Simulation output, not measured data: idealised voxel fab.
process module | voxel transistor to metal
cross-section cut | 185 nm wide | cells 5 nm
A cross-section is a grid of square cells, given in bands from the top down. A band is one or more rows of cells.
Each band's line starts with the height of the band's top and of its bottom, in nm. Then come its materials from left to right, each with its width in nm. One material with "throughout" fills the band from edge to edge. "air" is empty space.
Height 0 is the level under which the wafer as received is all one material. The lowest band goes on downwards, as in "0 down".
A width such as "30 to 40" changes by the same amount from each row of cells to the next, from the band's top row to its bottom row.
"no change" after a step means that no cell of the cross-section changed.
closed voids: empty space of 8 cells or more with no open way to the top, each as width x height at its distance from the left edge, in nm
after a step's settings: what the simulator itself notes on the step
overlay nm, on a step with a mask: how far to the right of its planned place the mask lay; to the left if negative
plan
1 op RECEIVE | material Si
2 op CONFORMAL_DEP | material SiO2 | thk nm 5
3 op CONFORMAL_DEP | material SiN | thk nm 10
4 op MASKED_ETCH | tone cover | mask id ACTIVE | width nm 105 | etch materials SiN | depth nm 10 | overlay nm 0
5 op MASKED_ETCH | tone cover | mask id ACTIVE | width nm 105 | etch materials SiO2 | depth nm 5 | overlay nm 0
6 op MASKED_ETCH | tone cover | mask id ACTIVE | width nm 105 | etch materials Si | depth nm 20 | overlay nm 0
7 op OXIDIZE | depth nm 5
8 op FILL_DEP | material SiO2 | thk nm 5
9 op CMP | height nm 15
10 op SELECTIVE_ETCH | etch materials SiO2 | depth nm 10
11 op STRIP | etch materials SiN
12 op SELECTIVE_ETCH | etch materials SiO2 | depth nm 5
13 op OXIDIZE | depth nm 5
14 op DIRECTIONAL_DEP | material polySi | thk nm 25
15 op DIRECTIONAL_DEP | material SiCN | thk nm 15
16 op DIRECTIONAL_DEP | material aC | thk nm 10
17 op PATTERN | tone cover | mask id GATE | material resist | width nm 15 | thk nm 30 | overlay nm 0
18 op DIRECTIONAL_ETCH | etch materials aC | depth nm 10
19 op STRIP | etch materials resist
20 op DIRECTIONAL_ETCH | etch materials SiCN | depth nm 25
21 op DIRECTIONAL_ETCH | etch materials polySi | depth nm 35
22 op STRIP | etch materials aC
23 op CONFORMAL_DEP | material SiO2 | thk nm 5
24 op DIRECTIONAL_ETCH | etch materials SiO2 | depth nm 5
25 op CONFORMAL_DEP | material SiN | thk nm 5
26 op DIRECTIONAL_ETCH | etch materials SiN | depth nm 5
27 op DIRECTIONAL_ETCH | etch materials SiO2 | depth nm 5
28 op DIRECTIONAL_ETCH | etch materials Si | depth nm 5
29 op EPI | material pSi | thk nm 10
30 op FILL_DEP | material SiO2 | thk nm 10
31 op CMP | height nm 40
32 op DIRECTIONAL_DEP | material SiO2 | thk nm 10
33 op PATTERN | tone open | mask id CONTACT | material resist | width nm 20 | pitch nm 75 | thk nm 15 | overlay nm 0
34 op DIRECTIONAL_ETCH | etch materials SiO2 | depth nm 50
35 op STRIP | etch materials resist
36 op CONFORMAL_DEP | material TiN | thk nm 5
37 op FILL_DEP | material W | thk nm 10
38 op CMP | height nm 50
39 op DIRECTIONAL_DEP | material TiN | thk nm 5
40 op DIRECTIONAL_DEP | material Ru | thk nm 25
41 op DIRECTIONAL_DEP | material aC | thk nm 10
42 op PATTERN | tone cover | mask id METAL_1 | material resist | width nm 20 | pitch nm 75 | thk nm 30 | overlay nm 0
43 op DIRECTIONAL_ETCH | etch materials aC | depth nm 10
44 op STRIP | etch materials resist
45 op DIRECTIONAL_ETCH | etch materials Ru | depth nm 25
46 op DIRECTIONAL_ETCH | etch materials TiN | depth nm 5
47 op STRIP | etch materials aC
48 op CONFORMAL_DEP | material SiN | thk nm 5
49 op FILL_DEP | material lowk | thk nm 5
50 op CMP | height nm 80
51 op CONFORMAL_DEP | material SiCN | thk nm 5
as received, after step 1
  0 down: Si throughout
  closed voids: none
a wafer at the end: this start, this plan, one mistake
  85 to 80: SiCN throughout
  80 to 55: lowk 40 | SiN 5 | Ru 20 | SiN 5 | lowk 45 | SiN 5 | Ru 20 | SiN 5 | lowk 40
  55 to 50: SiN 45 | TiN 20 | SiN 55 | TiN 20 | SiN 45
  50 to 40: SiO2 45 | TiN 5 | W 10 | TiN 5 | SiO2 55 | TiN 5 | W 10 | TiN 5 | SiO2 45
  40 to 35: SiO2 45 | TiN 5 | W 10 | TiN 5 | SiO2 20 | SiCN 15 | SiO2 20 | TiN 5 | W 10 | TiN 5 | SiO2 45
  35 to 25: SiO2 45 | TiN 5 | W 10 | TiN 5 | SiO2 10 | SiN 5 | SiO2 5 | SiCN 15 | SiO2 5 | SiN 5 | SiO2 10 | TiN 5 | W 10 | TiN 5 | SiO2 45
  25 to 5: SiO2 45 | TiN 5 | W 10 | TiN 5 | SiO2 10 | SiN 5 | SiO2 5 | polySi 15 | SiO2 5 | SiN 5 | SiO2 10 | TiN 5 | W 10 | TiN 5 | SiO2 45
  5 to 0: SiO2 45 | TiN 20 | SiO2 10 | SiN 5 | SiO2 5 | polySi 15 | SiO2 5 | SiN 5 | SiO2 10 | TiN 20 | SiO2 45
  0 to -5: SiO2 throughout
  -5 to -25: SiO2 45 | Si 95 | SiO2 45
  -25 down: Si throughout
  closed voids: none
what went wrong: step 27 ran as: op DIRECTIONAL_ETCH | etch materials SiN | depth nm 5
